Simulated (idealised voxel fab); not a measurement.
The process module that follows is named voxel transistor to metal.
Shown is cross-section cut, with a width of 270 nm and square cells of size 5 nm.
Just so we're on the same page, the cross-sections are grids of square cells, and they're listed out in bands top to bottom, each band one or more rows deep.
Band: top height; bottom height; in nm. Then, left to right: material with width in nm, for each material. "all across": a single material spanning edge to edge. "empty": empty space.
Zero point of the height axis is 0; under it, received wafer = one material. Lowest band: continues down indefinitely, "0 and below".
Note: "30..40" means the width goes from the first number (top row of the band) to the second number (bottom row) in equal steps per row of cells.
"same as before", as given for a step, is the statement that not any cell of the cross-section underwent a change during that step.
Each empty space that has no open way to the top and spans at least 8 cells appears under "Sealed internal voids" as width x height at distance, the distance counted from the left edge, all in nm.
If you see something after the settings on a step's line, that's the simulator's own remark about that step.
overlay nm: how far to the right of its planned place the mask lay on this masked step (negative: to the left).
[Process steps - plan]
1 RECEIVE [material Si]
2 OXIDIZE [depth nm 5]
3 CONFORMAL_DEP [material SiN] [thk nm 15]
4 MASKED_ETCH [tone cover] [mask id ACTIVE] [width nm 105] [pitch nm 135] [etch materials SiN] [depth nm 15] [overlay nm 0]
5 MASKED_ETCH [tone cover] [mask id ACTIVE] [width nm 105] [pitch nm 135] [etch materials SiO2] [depth nm 5] [overlay nm 0]
6 MASKED_ETCH [tone cover] [mask id ACTIVE] [width nm 105] [pitch nm 135] [etch materials Si] [depth nm 35] [overlay nm 0]
7 OXIDIZE [depth nm 5]
8 FILL_DEP [material SiO2] [thk nm 15]
9 CMP [height nm 15]
10 SELECTIVE_ETCH [etch materials SiO2] [depth nm 15]
11 STRIP [etch materials SiN]
12 SELECTIVE_ETCH [etch materials SiO2] [depth nm 5]
13 OXIDIZE [depth nm 5]
14 DIRECTIONAL_DEP [material polySi] [thk nm 25]
15 DIRECTIONAL_DEP [material SiCN] [thk nm 15]
16 MASKED_ETCH [tone cover] [mask id GATE] [width nm 25] [pitch nm 135] [etch materials SiCN] [depth nm 25] [overlay nm 0]
17 MASKED_ETCH [tone cover] [mask id GATE] [width nm 25] [pitch nm 135] [etch materials polySi] [depth nm 35] [overlay nm 0]
18 CONFORMAL_DEP [material SiO2] [thk nm 5]
19 DIRECTIONAL_ETCH [etch materials SiO2] [depth nm 5]
20 CONFORMAL_DEP [material SiN] [thk nm 10]
21 DIRECTIONAL_ETCH [etch materials SiN] [depth nm 10]
22 DIRECTIONAL_ETCH [etch materials SiO2] [depth nm 5]
23 DIRECTIONAL_ETCH [etch materials Si] [depth nm 5]
24 EPI [material pSi] [thk nm 10]
25 FILL_DEP [material SiO2] [thk nm 10]
26 CMP [height nm 20]
27 STRIP [etch materials polySi]
28 SELECTIVE_ETCH [etch materials SiO2] [depth nm 5]
29 CONFORMAL_DEP [material HfO2] [thk nm 5]
30 CONFORMAL_DEP [material TiN] [thk nm 5]
31 FILL_DEP [material W] [thk nm 10]
32 CMP [height nm 15]
33 DIRECTIONAL_DEP [material SiO2] [thk nm 10]
34 DIRECTIONAL_DEP [material aC] [thk nm 10]
35 PATTERN [tone open] [mask id CONTACT] [material resist] [width nm 20] [thk nm 30] [overlay nm 0]
36 DIRECTIONAL_ETCH [etch materials aC] [depth nm 10]
37 STRIP [etch materials resist]
38 DIRECTIONAL_ETCH [etch materials SiO2] [depth nm 30]
39 STRIP [etch materials aC]
40 CONFORMAL_DEP [material TiN] [thk nm 5]
41 FILL_DEP [material W] [thk nm 10]
42 CMP [height nm 25]
43 CONFORMAL_DEP [material SiN] [thk nm 5]
44 DIRECTIONAL_DEP [material lowk] [thk nm 25]
45 DIRECTIONAL_DEP [material aC] [thk nm 15]
46 PATTERN [tone open] [mask id METAL_1] [material resist] [width nm 20] [thk nm 30] [overlay nm 0]
47 DIRECTIONAL_ETCH [etch materials aC] [depth nm 15]
48 STRIP [etch materials resist]
49 DIRECTIONAL_ETCH [etch materials lowk] [depth nm 25]
50 DIRECTIONAL_ETCH [etch materials SiN] [depth nm 5]
51 STRIP [etch materials aC]
52 CONFORMAL_DEP [material TiN] [thk nm 5]
53 FILL_DEP [material Cu] [thk nm 5]
54 CMP [height nm 55]
55 EPI [material Ru] [thk nm 5]
56 FILL_DEP [material SiCN] [thk nm 5]
[Wafer as received: cross-section following step 1]
    0 and below = Si all across
    Sealed internal voids: none
[Look at the cross-section after the module: the wafer started out the way shown above and the plan was the one shown above, yet one mistake was made along the way]
    65 down to 60 = SiCN all across
    60 down to 55 = 15 of SiCN | 30 of Ru | 45 of SiCN | 30 of Ru | 30 of SiCN | 30 of Ru | 45 of SiCN | 30 of Ru | 15 of SiCN
    55 down to 30 = 20 of lowk | 5 of TiN | 10 of Cu | 5 of TiN | 55 of lowk | 5 of TiN | 10 of Cu | 5 of TiN | 40 of lowk | 5 of TiN | 10 of Cu | 5 of TiN | 55 of lowk | 5 of TiN | 10 of Cu | 5 of TiN | 20 of lowk
    30 down to 25 = 20 of SiN | 20 of TiN | 55 of SiN | 20 of TiN | 40 of SiN | 20 of TiN | 55 of SiN | 20 of TiN | 20 of SiN
    25 down to 15 = 20 of SiO2 | 5 of TiN | 10 of W | 5 of TiN | 55 of SiO2 | 5 of TiN | 10 of W | 5 of TiN | 40 of SiO2 | 5 of TiN | 10 of W | 5 of TiN | 55 of SiO2 | 5 of TiN | 10 of W | 5 of TiN | 20 of SiO2
    15 down to 5 = 20 of SiO2 | 5 of TiN | 10 of W | 5 of TiN | 10 of SiN | 5 of HfO2 | 5 of lowk | 15 of W | 5 of lowk | 5 of HfO2 | 10 of SiN | 5 of TiN | 10 of W | 5 of TiN | 40 of SiO2 | 5 of TiN | 10 of W | 5 of TiN | 10 of SiN | 5 of HfO2 | 5 of lowk | 15 of W | 5 of lowk | 5 of HfO2 | 10 of SiN | 5 of TiN | 10 of W | 5 of TiN | 20 of SiO2
    5 down to 0 = 20 of SiO2 | 20 of TiN | 10 of SiN | 5 of HfO2 | 5 of lowk | 15 of W | 5 of lowk | 5 of HfO2 | 10 of SiN | 20 of TiN | 40 of SiO2 | 20 of TiN | 10 of SiN | 5 of HfO2 | 5 of lowk | 15 of W | 5 of lowk | 5 of HfO2 | 10 of SiN | 20 of TiN | 20 of SiO2
    0 down to -5 = 20 of SiO2 | 10 of TiN | 10 of pSi | 10 of SiN | 5 of HfO2 | 25 of lowk | 5 of HfO2 | 10 of SiN | 10 of pSi | 10 of TiN | 40 of SiO2 | 10 of TiN | 10 of pSi | 10 of SiN | 5 of HfO2 | 25 of lowk | 5 of HfO2 | 10 of SiN | 10 of pSi | 10 of TiN | 20 of SiO2
    -5 down to -10 = 15 of SiO2 | 25 of pSi | 10 of SiO2 | 35 of HfO2 | 10 of SiO2 | 25 of pSi | 30 of SiO2 | 25 of pSi | 10 of SiO2 | 35 of HfO2 | 10 of SiO2 | 25 of pSi | 15 of SiO2
    -10 down to -15 = 20 of SiO2 | 20 of pSi | 55 of Si | 20 of pSi | 40 of SiO2 | 20 of pSi | 55 of Si | 20 of pSi | 20 of SiO2
    -15 down to -45 = 20 of SiO2 | 95 of Si | 40 of SiO2 | 95 of Si | 20 of SiO2
    -45 and below = Si all across
    Sealed internal voids: none
what went wrong: step 30, actual vs plan mismatch, actual run CONFORMAL_DEP [material lowk] [thk nm 5]
